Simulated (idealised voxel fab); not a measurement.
process module | voxel self aligned contacts
cross-section cut | 225 nm wide | cells 5 nm
A cross-section is a grid of square cells, given in bands from the top down. A band is one or more rows of cells.
Each band's line starts with the height of the band's top and of its bottom, in nm. Then come its materials from left to right, each with its width in nm. One material with "throughout" fills the band from edge to edge. "air" is empty space.
Height 0 is the level under which the wafer as received is all one material. The lowest band goes on downwards, as in "0 down".
A width such as "30 to 40" changes by the same amount from each row of cells to the next, from the band's top row to its bottom row.
"no change" after a step means that no cell of the cross-section changed.
closed voids: empty space of 8 cells or more with no open way to the top, each as width x height at its distance from the left edge, in nm
after a step's settings: what the simulator itself notes on the step
overlay nm, on a step with a mask: how far to the right of its planned place the mask lay; to the left if negative
plan
1 op RECEIVE | material Si
2 op CONFORMAL_DEP | material SiO2 | thk nm 5
3 op DIRECTIONAL_DEP | material polySi | thk nm 20
4 op DIRECTIONAL_DEP | material SiN | thk nm 20
5 op PATTERN | tone cover | mask id GATE | material resist | width nm 35 | pitch nm 65 | thk nm 15 | overlay nm 0
6 op DIRECTIONAL_ETCH | etch materials SiN | depth nm 20
7 op DIRECTIONAL_ETCH | etch materials polySi | depth nm 20
8 op STRIP | etch materials resist
9 op CONFORMAL_DEP | material SiN | thk nm 5
10 op DIRECTIONAL_ETCH | etch materials SiN | depth nm 5
11 op FILL_DEP | material SiO2 | thk nm 15
12 op CMP | height nm 50
13 op PATTERN | tone open | mask id CONTACT | material resist | width nm 40 | thk nm 15 | overlay nm 0
14 op DIRECTIONAL_ETCH | etch materials SiO2 | depth nm 50
15 op STRIP | etch materials resist
16 op CONFORMAL_DEP | material TiN | thk nm 5
17 op FILL_DEP | material Ru | thk nm 10
18 op CMP | height nm 50
19 op CONFORMAL_DEP | material SiCN | thk nm 5
as received, after step 1
  0 down: Si throughout
  closed voids: none
first wafer at the end, as planned
  55 to 50: SiCN throughout
  50 to 45: SiO2 90 | TiN 15 | Ru 10 | TiN 15 | SiO2 95
  45 to 25: SiO2 55 | SiN 45 | TiN 5 | Ru 10 | TiN 5 | SiN 45 | SiO2 60
  25 to 5: SiO2 55 | SiN 5 | polySi 35 | SiN 5 | TiN 5 | Ru 10 | TiN 5 | SiN 5 | polySi 35 | SiN 5 | SiO2 60
  5 to 0: SiO2 100 | TiN 20 | SiO2 105
  0 down: Si throughout
  closed voids: none
second wafer at the end: like start, like plan, one mistake
  55 to 50: SiCN throughout
  50 to 35: SiO2 55 | SiN 45 | TiN 5 | Ru 10 | TiN 5 | SiN 45 | SiO2 60
  35 to 30: SiO2 55 | SiN 45 | TiN 20 | SiN 45 | SiO2 60
  30 to 25: SiN throughout
  25 to 5: polySi throughout
  5 to 0: SiO2 throughout
  0 down: Si throughout
  closed voids: none
what went wrong: step 4 ran as: op DIRECTIONAL_DEP | material SiN | thk nm 25
at the end the second wafer has, in cells: 12 fewer of Ru | 29 more of SiN | 125 fewer of SiO2 | 16 fewer of TiN | 124 more of polySi
